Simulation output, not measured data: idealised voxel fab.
The name of this process module is voxel plated lines.
Section cut is 265 nm wide and gridded with 5 nm square cells.
How to read a cross-section here: the picture is a grid of square cells, written as bands going from the top down, and any band can span one or more rows of cells.
Each band's line starts with the height of the band's top and of its bottom, in nm. Then come its materials from left to right, each with its width in nm. One material with "all across" fills the band from edge to edge. "empty" is empty space.
All heights in this document are referenced to 0, defined as the level beneath which the wafer, as received, consists entirely of one material. The lowest band is not bounded below; it extends indefinitely downward and is written in the form "top 0, no bottom".
The width entry "30->40" should be interpreted row by row: the top row of cells in the band takes the first number, the bottom row takes the second number, and the change between adjacent rows is uniform throughout.
"remained the same", as given for a step, is the statement that not any cell of the cross-section underwent a change during that step.
"Voids lacking openings": sealed empty spaces, 8 cells or more, no open way to top, listed width x height at distance, with distance from the left edge and width, height and distance in nm.
Read whatever lies past the settings on a step's line as the simulator's own remark about the step.
overlay nm: right-of-plan distance of the mask on a masked step; negative values mean left-of-plan.
The planned process steps are enumerated hereunder
1 op RECEIVE | material Si
2 op CONFORMAL_DEP | material SiO2 | thk nm 10
3 op DIRECTIONAL_DEP | material TiN | thk nm 5
4 op PATTERN | tone open | mask id LINES | material resist | width nm 30 | pitch nm 50 | thk nm 25 | overlay nm 0
5 op EPI | material Ru | thk nm 10
6 op EPI | material Ru | thk nm 10
7 op EPI | material Ru | thk nm 10
8 op STRIP | etch materials resist
9 op DIRECTIONAL_ETCH | etch materials TiN | depth nm 5
10 op CONFORMAL_DEP | material SiCN | thk nm 5
Same starting wafers, different thk nm at step 4. Plan value belongs to the first wafer.
The first of several wafers as received, shown in cross-section; this is its state after step 1
- top 0, no bottom | Si all across
- Voids lacking openings: none
First wafer of several, cross-section, module end, after step 10 (last)
- top 50, bottom 45 | empty (30), SiCN (200), empty (35)
- top 45, bottom 35 | empty (30), SiCN (5->10), Ru (40->30), SiCN (10->20), Ru (40->30), SiCN (10->20), Ru (40->30), SiCN (10->20), Ru (40->30), SiCN (5->10), empty (35)
- top 35, bottom 20 | empty (35), SiCN (5), Ru (30), SiCN (5), empty (10), SiCN (5), Ru (30), SiCN (5), empty (10), SiCN (5), Ru (30), SiCN (5), empty (10), SiCN (5), Ru (30), SiCN (5), empty (40)
- top 20, bottom 15 | empty (30), SiCN (10), Ru (30), SiCN (20), Ru (30), SiCN (20), Ru (30), SiCN (20), Ru (30), SiCN (10), empty (35)
- top 15, bottom 10 | SiCN (35), TiN (40), SiCN (10), TiN (40), SiCN (10), TiN (40), SiCN (10), TiN (40), SiCN (40)
- top 10, bottom 0 | SiO2 all across
- top 0, no bottom | Si all across
- Voids lacking openings: none
Here we cross-sectioned the last of the wafers once the module was done
- top 50, bottom 45 | empty (35), SiCN (40), empty (10), SiCN (40), empty (10), SiCN (40), empty (10), SiCN (40), empty (40)
- top 45, bottom 15 | empty (35), SiCN (5), Ru (30), SiCN (5), empty (10), SiCN (5), Ru (30), SiCN (5), empty (10), SiCN (5), Ru (30), SiCN (5), empty (10), SiCN (5), Ru (30), SiCN (5), empty (40)
- top 15, bottom 10 | SiCN (40), TiN (30), SiCN (20), TiN (30), SiCN (20), TiN (30), SiCN (20), TiN (30), SiCN (45)
- top 10, bottom 0 | SiO2 all across
- top 0, no bottom | Si all across
- Voids lacking openings: none
Wafer rows; end of module; cells per material since receipt: (+) gained, (-) lost; then closed voids
thk nm 25, +152 Ru, +125 SiCN, +106 SiO2, +32 TiN, Voids lacking openings: none
thk nm 30, +144 Ru, +109 SiCN, +106 SiO2, +24 TiN, Voids lacking openings: none
thk nm 35, +144 Ru, +109 SiCN, +106 SiO2, +24 TiN, Voids lacking openings: none
thk nm 40, +144 Ru, +109 SiCN, +106 SiO2, +24 TiN, Voids lacking openings: none
thk nm 45, +144 Ru, +109 SiCN, +106 SiO2, +24 TiN, Voids lacking openings: none
thk nm 50, +144 Ru, +109 SiCN, +106 SiO2, +24 TiN, Voids lacking openings: none
